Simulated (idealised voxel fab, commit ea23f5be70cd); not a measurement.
voxel spacer lines: a process module
cross-section cut | 175 nm wide | cells 5 nm
In what follows, cross-sections appear as grids of square cells, described through bands that run from the top down, where every band is one or more rows of cells. Band: top and bottom heights (nm) first, top before bottom; then materials from left to right, widths in nm. "all across" marks a sole material filling the band edge to edge. "blank" denotes empty space. Height 0 is the level under which the wafer as received is all one material. The lowest band goes on downwards, as in "z 0 and below". The width entry "30 to 40" should be interpreted row by row: the top row of cells in the band takes the first number, the bottom row takes the second number, and the change between adjacent rows is uniform throughout. When a step is marked "nothing was modified", none of the cells in the cross-section changed during that step. Entry "Entrapped voids" = empty spaces >= 8 cells with no open way to the top; each as width x height at distance, distance from left edge, all nm. It should be noted that, on the line of a given step, the content following the step's settings is a remark produced by the simulator itself with respect to that step. "overlay nm" on a masked step: distance the mask lay right of its planned place, negative for left.
THESE ARE THE STEPS WE PLANNED FOR THE PROCESS
1 RECEIVE: material Si
2 CONFORMAL_DEP: material Al2O3, thk nm 5
3 DIRECTIONAL_DEP: material SiN, thk nm 15
4 DIRECTIONAL_DEP: material aC, thk nm 25
5 PATTERN: tone cover, mask id MANDREL, material resist, width nm 15, pitch nm 50, thk nm 30, overlay nm 0
6 DIRECTIONAL_ETCH: etch materials aC, depth nm 25
7 STRIP: etch materials resist
8 CONFORMAL_DEP: material SiO2, thk nm 10
9 DIRECTIONAL_ETCH: etch materials SiO2, depth nm 10
10 STRIP: etch materials aC
11 DIRECTIONAL_ETCH: etch materials SiN, depth nm 15
12 STRIP: etch materials SiO2
STEP 1 COMPLETE: CROSS-SECTION OF THE WAFER AS RECEIVED
z 0 and below  Si all across
Entrapped voids: none
FIRST WAFER OF TWO, SECTIONED AT END OF MODULE; RUN WENT PER PLAN
z 20 to 5  blank 20 nm | SiN 10 nm | blank 15 nm | SiN 10 nm | blank 15 nm | SiN 10 nm | blank 15 nm | SiN 10 nm | blank 15 nm | SiN 10 nm | blank 15 nm | SiN 10 nm | blank 20 nm
z 5 to 0  Al2O3 all across
z 0 and below  Si all across
Entrapped voids: none
SECOND WAFER AT THE END: LIKE START, LIKE PLAN, ONE MISTAKE
z 45 to 20  Al2O3 all across
z 20 to 5  SiN all across
z 5 to 0  Al2O3 all across
z 0 and below  Si all across
Entrapped voids: none
Deviation from plan: so step 4 ended up running with a different setting than we planned, it ran as DIRECTIONAL_DEP: material Al2O3, thk nm 25
The final cell counts differ between the wafers, with the second having more or fewer of some materials than the first: Al2O3 +175 | SiN +69
